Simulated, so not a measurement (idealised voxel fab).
Proc. module: voxel self aligned vias
195 nm wide, 5 nm square cells: that's cross-section cut.
Just so we're on the same page, the cross-sections are grids of square cells, and they're listed out in bands top to bottom, each band one or more rows deep. Band entry format. Leading values: height of top, height of bottom, nm. Remainder: materials in left-to-right order, each with its width in nm. Special words: "throughout" on a single material, which then fills the band edge to edge; "blank", empty space. Zero point of the height axis is 0; under it, received wafer = one material. Lowest band: continues down indefinitely, "0 nm and below". The width entry "30..40" should be interpreted row by row: the top row of cells in the band takes the first number, the bottom row takes the second number, and the change between adjacent rows is uniform throughout. Reading "remains unaltered" for a step: not a cell of the cross-section changed in it. So "Completely enclosed voids" is basically the list of trapped voids: any empty space of 8 cells or more that can't reach the top through an opening. They're written width x height at distance, the distance being from the left edge, and it's all nm. Text after the settings on a step's line: the simulator's own remark on that step. Each step line may optionally specify "overlay nm", which for a step with a mask gives the rightward distance between the mask's planned place and where it lay, a negative value indicating the leftward direction.
-- plan
1: RECEIVE: material Si
2: CONFORMAL_DEP: material SiO2, thk nm 10
3: CONFORMAL_DEP: material SiCN, thk nm 5
4: DIRECTIONAL_DEP: material SiO2, thk nm 30
5: MASKED_ETCH: tone open, mask id LINES, width nm 20, pitch nm 60, etch materials SiO2, depth nm 30, overlay nm 0
6: CONFORMAL_DEP: material TiN, thk nm 5
7: FILL_DEP: material Ru, thk nm 10
8: CMP: height nm 45
9: SELECTIVE_ETCH: etch materials W Ru TiN, depth nm 5
10: FILL_DEP: material SiN, thk nm 5
11: CMP: height nm 45
12: DIRECTIONAL_DEP: material SiO2, thk nm 20
13: DIRECTIONAL_DEP: material aC, thk nm 10
14: PATTERN: tone open, mask id VIAS, material resist, width nm 40, pitch nm 60, thk nm 30, overlay nm 0
15: DIRECTIONAL_ETCH: etch materials aC, depth nm 10
16: STRIP: etch materials resist
17: DIRECTIONAL_ETCH: etch materials SiO2, depth nm 20
18: DIRECTIONAL_ETCH: etch materials SiN, depth nm 5
19: STRIP: etch materials aC
20: CONFORMAL_DEP: material TiN, thk nm 5
21: FILL_DEP: material W, thk nm 10
22: CMP: height nm 65
23: CONFORMAL_DEP: material SiCN, thk nm 5
-- Wafer cross-section on receipt, i.e. after step 1
  0 nm and below: Si throughout
  Completely enclosed voids: none
-- Final cross-section, module run with one mistake (start and plan as above)
  70 nm to 65 nm: SiCN throughout
  65 nm to 50 nm: SiO2: 45 | TiN: 5 | W: 30 | TiN: 5 | SiO2: 20 | TiN: 5 | W: 30 | TiN: 5 | SiO2: 50
  50 nm to 45 nm: SiO2: 45 | TiN: 15 | W: 10 | TiN: 15 | SiO2: 20 | TiN: 15 | W: 10 | TiN: 15 | SiO2: 50
  45 nm to 40 nm: SiO2: 55 | TiN: 20 | SiO2: 40 | TiN: 20 | SiO2: 60
  40 nm to 30 nm: SiO2: 55 | TiN: 5 | Ru: 10 | TiN: 5 | SiO2: 40 | TiN: 5 | Ru: 10 | TiN: 5 | SiO2: 60
  30 nm to 25 nm: SiO2: 55 | TiN: 20 | SiO2: 40 | TiN: 20 | SiO2: 60
  25 nm to 10 nm: SiCN throughout
  10 nm to 0 nm: SiO2 throughout
  0 nm and below: Si throughout
  Completely enclosed voids: none
Processing error: contrary to plan, step 3 was performed as CONFORMAL_DEP: material SiCN, thk nm 15
